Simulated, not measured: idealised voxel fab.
Documented hereafter: the process module known as voxel ribs on slabs.
The width of the displayed cross-section, cut, is 285 nm; its cells are square, with a size of 5 nm.
A cross-section is written here as square cells arranged in a grid, and it is given in bands from the top down, each band taking up one or more rows of cells. Heads up on the band format: heights come first, top then bottom, in nm. After that it's the materials left to right, each with its width in nm. A single material flagged "everywhere" fills the whole band edge to edge, and "empty" means there's empty space there. Zero point of the height axis is 0; under it, received wafer = one material. Lowest band: continues down indefinitely, "0 down". A width given as "30..40" starts at the first number in the band's top row and ends at the second number in its bottom row, shifting by an equal amount at every step from row to row. Basically "no alteration" means that step didn't change any cell in the cross-section. Unvented internal voids: empty space of 8 cells or more with no open way to the top, each as width x height at its distance from the left edge, in nm. Step line, after settings: the simulator's comment on this step. If you see "overlay nm" on a step's line and that step has a mask, it's telling you how far right of where it was planned the mask ended up; a negative number means it went left instead.
The steps planned for the process are as follows:
| 1 | RECEIVE with material Si |
| 2 | DIRECTIONAL_DEP with material SiO2, thk nm 20 |
| 3 | DIRECTIONAL_DEP with material SiN, thk nm 20 |
| 4 | DIRECTIONAL_DEP with material aC, thk nm 15 |
| 5 | PATTERN with tone cover, mask id RIB, material resist, width nm 20, thk nm 30, overlay nm 0 |
| 6 | DIRECTIONAL_ETCH with etch materials aC, depth nm 15 |
| 7 | STRIP with etch materials resist |
| 8 | DIRECTIONAL_ETCH with etch materials SiN, depth nm 5 |
| 9 | STRIP with etch materials aC |
| 10 | DIRECTIONAL_DEP with material aC, thk nm 15 |
| 11 | PATTERN with tone cover, mask id SLAB, material resist, width nm 70, thk nm 30, overlay nm 0 |
| 12 | DIRECTIONAL_ETCH with etch materials aC, depth nm 15 |
| 13 | STRIP with etch materials resist |
| 14 | DIRECTIONAL_ETCH with etch materials SiN, depth nm 15 |
| 15 | STRIP with etch materials aC |
| 16 | FILL_DEP with material SiO2, thk nm 25 |
| 17 | CMP with height nm 55 |
| 18 | DIRECTIONAL_DEP with material W, thk nm 10 |
| 19 | PATTERN with tone cover, mask id HEATER, material resist, width nm 30, thk nm 20, overlay nm 0 |
| 20 | DIRECTIONAL_ETCH with etch materials W, depth nm 10 |
| 21 | STRIP with etch materials resist |
| 22 | CONFORMAL_DEP with material SiN, thk nm 10 |
Cross-section: wafer on arrival = after step 1:
0 down | Si everywhere
Unvented internal voids: none
Module complete - cross-section of the first of two wafers, run according to plan:
75 to 65 | empty: 115; SiN: 50; empty: 120
65 to 55 | SiN: 125; W: 30; SiN: 130
55 to 40 | SiO2 everywhere
40 to 35 | SiO2: 130; SiN: 20; SiO2: 135
35 to 20 | SiO2: 105; SiN: 70; SiO2: 110
20 to 0 | SiO2 everywhere
0 down | Si everywhere
Unvented internal voids: none
Second of two wafers, module complete, sectioned: it shares the first wafer's start and plan but was run with one mistake:
75 to 65 | empty: 115; aC: 50; empty: 120
65 to 55 | aC: 125; W: 30; aC: 130
55 to 40 | SiO2 everywhere
40 to 35 | SiO2: 130; SiN: 20; SiO2: 135
35 to 20 | SiO2: 105; SiN: 70; SiO2: 110
20 to 0 | SiO2 everywhere
0 down | Si everywhere
Unvented internal voids: none
Want to know what went wrong? step 22 was run on a setting that differed from the plan, and what really ran there is CONFORMAL_DEP with material aC, thk nm 10
Per the end-of-run cell counts, the second wafer holds more or fewer of some materials than the first: SiN -122, aC +122
